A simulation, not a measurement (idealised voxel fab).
process module | voxel self aligned vias
Cross-section cut: width 245 nm, square cells of 5 nm.
How to read a cross-section here: the picture is a grid of square cells, written as bands going from the top down, and any band can span one or more rows of cells.
This entry defines a band. It first specifies the height of the band's top and the height of its bottom in nm, and then specifies the band's materials from left to right, stating each material with its width in nm. The word "full width" identifies a single material that fills the band from edge to edge, while the word "blank" identifies empty space.
Ref level 0: as-received wafer is one material below here. Bottom band extends down with no lower bound ("from 0 down").
Read "30->40" as a graded width: first number on top, second number at the bottom, same change between each pair of neighbouring rows.
Where a step carries "no modification", the cross-section came out of it unchanged, cell for cell.
Reported under the label "Enclosed void inventory" are the empty spaces having no open way to the top and comprising 8 cells or more; the notation for each is width x height at distance, in which the distance is measured from the left edge and all three values are in nm.
Formally, on a step line, whatever follows the settings is a remark that the simulator itself makes on the step.
The optional step-line setting "overlay nm" applies to steps with a mask and quantifies how far to the right of its planned location the mask lay, a negative value indicating leftward placement.

# Planned process steps
- 1: RECEIVE with material Si
- 2: CONFORMAL_DEP with material SiO2, thk nm 10
- 3: CONFORMAL_DEP with material SiCN, thk nm 5
- 4: DIRECTIONAL_DEP with material lowk, thk nm 25
- 5: MASKED_ETCH with tone open, mask id LINES, width nm 25, pitch nm 60, etch materials lowk, depth nm 25, overlay nm 0
- 6: CONFORMAL_DEP with material TiN, thk nm 5
- 7: FILL_DEP with material W, thk nm 5
- 8: CMP with height nm 40
- 9: SELECTIVE_ETCH with etch materials W Ru TiN, depth nm 10
- 10: FILL_DEP with material SiN, thk nm 5
- 11: CMP with height nm 40
- 12: DIRECTIONAL_DEP with material lowk, thk nm 20
- 13: PATTERN with tone open, mask id VIAS, material resist, width nm 45, pitch nm 60, thk nm 20, overlay nm 0
- 14: DIRECTIONAL_ETCH with etch materials lowk, depth nm 20
- 15: DIRECTIONAL_ETCH with etch materials SiN, depth nm 10
- 16: STRIP with etch materials resist
- 17: CONFORMAL_DEP with material TiN, thk nm 5
- 18: FILL_DEP with material Ru, thk nm 5
- 19: CMP with height nm 60
- 20: CONFORMAL_DEP with material SiN, thk nm 5

# Of two wafers, the first: run according to plan

# Wafer cross-section on receipt, i.e. after step 1
> from 0 down  Si full width
> Enclosed void inventory: none

# You're looking at a cross-section of the wafer after step 2
> from 10 to 0  SiO2 full width
> Below a height of 0, the structure has not been altered.

# You're looking at a cross-section of the wafer after step 3
> from 15 to 10  SiCN full width
> Below a height of 10, the structure has not been altered.

# You're looking at a cross-section of the wafer after step 4
> from 40 to 15  lowk full width
> Below a height of 15, the structure has not been altered.

# You're looking at a cross-section of the wafer after step 5
> from 40 to 15  lowk (80) / blank (25) / lowk (35) / blank (25) / lowk (80)
> Below a height of 15, the structure has not been altered.

# You're looking at a cross-section of the wafer after step 6
> from 45 to 40  TiN (85) / blank (15) / TiN (45) / blank (15) / TiN (85)
> from 40 to 20  lowk (80) / TiN (5) / blank (15) / TiN (5) / lowk (35) / TiN (5) / blank (15) / TiN (5) / lowk (80)
> from 20 to 15  lowk (80) / TiN (25) / lowk (35) / TiN (25) / lowk (80)
> Below a height of 15, the structure has not been altered.

# You're looking at a cross-section of the wafer after step 7
> from 50 to 45  W full width
> from 45 to 40  TiN (85) / W (15) / TiN (45) / W (15) / TiN (85)
> from 40 to 20  lowk (80) / TiN (5) / W (15) / TiN (5) / lowk (35) / TiN (5) / W (15) / TiN (5) / lowk (80)
> Below a height of 20, the structure has not been altered.

# You're looking at a cross-section of the wafer after step 8
> from 40 to 20  lowk (80) / TiN (5) / W (15) / TiN (5) / lowk (35) / TiN (5) / W (15) / TiN (5) / lowk (80)
> Below a height of 20, the structure has not been altered.

# You're looking at a cross-section of the wafer after step 9
> from 40 to 30  lowk (80) / blank (25) / lowk (35) / blank (25) / lowk (80)
> Below a height of 30, the structure has not been altered.

# You're looking at a cross-section of the wafer after step 10
> from 45 to 40  SiN full width
> from 40 to 30  lowk (80) / SiN (25) / lowk (35) / SiN (25) / lowk (80)
> Below a height of 30, the structure has not been altered.

# You're looking at a cross-section of the wafer after step 11
> from 40 to 30  lowk (80) / SiN (25) / lowk (35) / SiN (25) / lowk (80)
> Below a height of 30, the structure has not been altered.

# You're looking at a cross-section of the wafer after step 12
> from 60 to 40  lowk full width
> Below a height of 40, the structure has not been altered.

# You're looking at a cross-section of the wafer after step 13
> from 80 to 60  resist (70) / blank (45) / resist (15) / blank (45) / resist (70)
> Below a height of 60, the structure has not been altered.

# You're looking at a cross-section of the wafer after step 14
> from 80 to 60  resist (70) / blank (45) / resist (15) / blank (45) / resist (70)
> from 60 to 40  lowk (70) / blank (45) / lowk (15) / blank (45) / lowk (70)
> Below a height of 40, the structure has not been altered.

# You're looking at a cross-section of the wafer after step 15
> from 80 to 60  resist (70) / blank (45) / resist (15) / blank (45) / resist (70)
> from 60 to 40  lowk (70) / blank (45) / lowk (15) / blank (45) / lowk (70)
> from 40 to 30  lowk (80) / blank (25) / lowk (35) / blank (25) / lowk (80)
> Below a height of 30, the structure has not been altered.

# You're looking at a cross-section of the wafer after step 16
> from 60 to 40  lowk (70) / blank (45) / lowk (15) / blank (45) / lowk (70)
> Below a height of 40, the structure has not been altered.

# You're looking at a cross-section of the wafer after step 17
> from 65 to 60  TiN (75) / blank (35) / TiN (25) / blank (35) / TiN (75)
> from 60 to 45  lowk (70) / TiN (5) / blank (35) / TiN (5) / lowk (15) / TiN (5) / blank (35) / TiN (5) / lowk (70)
> from 45 to 35  lowk (70->80) / TiN (15->5) / blank (15) / TiN (15->5) / lowk (15->35) / TiN (15->5) / blank (15) / TiN (15->5) / lowk (70->80)
> from 35 to 30  lowk (80) / TiN (25) / lowk (35) / TiN (25) / lowk (80)
> Below a height of 30, the structure has not been altered.

# You're looking at a cross-section of the wafer after step 18
> from 70 to 65  Ru full width
> from 65 to 60  TiN (75) / Ru (35) / TiN (25) / Ru (35) / TiN (75)
> from 60 to 45  lowk (70) / TiN (5) / Ru (35) / TiN (5) / lowk (15) / TiN (5) / Ru (35) / TiN (5) / lowk (70)
> from 45 to 35  lowk (70->80) / TiN (15->5) / Ru (15) / TiN (15->5) / lowk (15->35) / TiN (15->5) / Ru (15) / TiN (15->5) / lowk (70->80)
> Below a height of 35, the structure has not been altered.

# You're looking at a cross-section of the wafer after step 19
> from 60 to 45  lowk (70) / TiN (5) / Ru (35) / TiN (5) / lowk (15) / TiN (5) / Ru (35) / TiN (5) / lowk (70)
> Below a height of 45, the structure has not been altered.

# You're looking at a cross-section of the wafer after step 20
> from 65 to 60  SiN full width
> Below a height of 60, the structure has not been altered.

# Second wafer, same starting conditions and recipe as the first, one mistake in executing it, nothing differs from the first up to and including step 2

Second wafer shown in cross-section at the time step 3 was slated to end: no modification

# Second wafer shown in cross-section at the time step 4 was slated to end
> from 35 to 10  lowk full width
> Below a height of 10, the structure has not been altered.

# Second wafer shown in cross-section at the time step 5 was slated to end
> from 35 to 10  lowk (80) / blank (25) / lowk (35) / blank (25) / lowk (80)
> Below a height of 10, the structure has not been altered.

# Second wafer shown in cross-section at the time step 6 was slated to end
> from 40 to 35  TiN (85) / blank (15) / TiN (45) / blank (15) / TiN (85)
> from 35 to 15  lowk (80) / TiN (5) / blank (15) / TiN (5) / lowk (35) / TiN (5) / blank (15) / TiN (5) / lowk (80)
> from 15 to 10  lowk (80) / TiN (25) / lowk (35) / TiN (25) / lowk (80)
> Below a height of 10, the structure has not been altered.

# Second wafer shown in cross-section at the time step 7 was slated to end
> from 45 to 40  W full width
> from 40 to 35  TiN (85) / W (15) / TiN (45) / W (15) / TiN (85)
> from 35 to 15  lowk (80) / TiN (5) / W (15) / TiN (5) / lowk (35) / TiN (5) / W (15) / TiN (5) / lowk (80)
> Below a height of 15, the structure has not been altered.

# Second wafer shown in cross-section at the time step 8 was slated to end
> from 40 to 35  TiN (85) / W (15) / TiN (45) / W (15) / TiN (85)
> Below a height of 35, the structure has not been altered.

# Second wafer shown in cross-section at the time step 9 was slated to end
> from 35 to 30  lowk (80) / blank (25) / lowk (35) / blank (25) / lowk (80)
> Below a height of 30, the structure has not been altered.

# Second wafer shown in cross-section at the time step 10 was slated to end
> from 40 to 35  SiN full width
> from 35 to 30  lowk (80) / SiN (25) / lowk (35) / SiN (25) / lowk (80)
> Below a height of 30, the structure has not been altered.

Second wafer shown in cross-section at the time step 11 was slated to end: no modification

# Second wafer shown in cross-section at the time step 12 was slated to end
> from 60 to 40  lowk full width
> Below a height of 40, the structure has not been altered.

# Second wafer shown in cross-section at the time step 13 was slated to end
> from 80 to 60  resist (70) / blank (45) / resist (15) / blank (45) / resist (70)
> Below a height of 60, the structure has not been altered.

# Second wafer shown in cross-section at the time step 14 was slated to end
> from 80 to 60  resist (70) / blank (45) / resist (15) / blank (45) / resist (70)
> from 60 to 40  lowk (70) / blank (45) / lowk (15) / blank (45) / lowk (70)
> Below a height of 40, the structure has not been altered.

# Second wafer shown in cross-section at the time step 15 was slated to end
> from 80 to 60  resist (70) / blank (45) / resist (15) / blank (45) / resist (70)
> from 60 to 40  lowk (70) / blank (45) / lowk (15) / blank (45) / lowk (70)
> from 40 to 35  SiN (70) / blank (45) / SiN (15) / blank (45) / SiN (70)
> from 35 to 30  lowk (80) / blank (25) / lowk (35) / blank (25) / lowk (80)
> Below a height of 30, the structure has not been altered.

# Second wafer shown in cross-section at the time step 16 was slated to end
> from 60 to 40  lowk (70) / blank (45) / lowk (15) / blank (45) / lowk (70)
> Below a height of 40, the structure has not been altered.

# Second wafer shown in cross-section at the time step 17 was slated to end
> from 65 to 60  TiN (75) / blank (35) / TiN (25) / blank (35) / TiN (75)
> from 60 to 40  lowk (70) / TiN (5) / blank (35) / TiN (5) / lowk (15) / TiN (5) / blank (35) / TiN (5) / lowk (70)
> from 40 to 35  SiN (70) / TiN (15) / blank (15) / TiN (15) / SiN (15) / TiN (15) / blank (15) / TiN (15) / SiN (70)
> from 35 to 30  lowk (80) / TiN (25) / lowk (35) / TiN (25) / lowk (80)
> Below a height of 30, the structure has not been altered.

# Second wafer shown in cross-section at the time step 18 was slated to end
> from 70 to 65  Ru full width
> from 65 to 60  TiN (75) / Ru (35) / TiN (25) / Ru (35) / TiN (75)
> from 60 to 40  lowk (70) / TiN (5) / Ru (35) / TiN (5) / lowk (15) / TiN (5) / Ru (35) / TiN (5) / lowk (70)
> from 40 to 35  SiN (70) / TiN (15) / Ru (15) / TiN (15) / SiN (15) / TiN (15) / Ru (15) / TiN (15) / SiN (70)
> Below a height of 35, the structure has not been altered.

# Second wafer shown in cross-section at the time step 19 was slated to end
> from 60 to 40  lowk (70) / TiN (5) / Ru (35) / TiN (5) / lowk (15) / TiN (5) / Ru (35) / TiN (5) / lowk (70)
> Below a height of 40, the structure has not been altered.

# Second wafer shown in cross-section at the time step 20 was slated to end
> from 65 to 60  SiN full width
> Below a height of 60, the structure has not been altered.
Misprocessing identified: skipped: plan step 3 (never run)
In the final state, the cell counts of the second wafer exceed or fall short of those of the first for the following materials: +8 Ru | -49 SiCN | +31 SiN | +4 TiN | +6 W
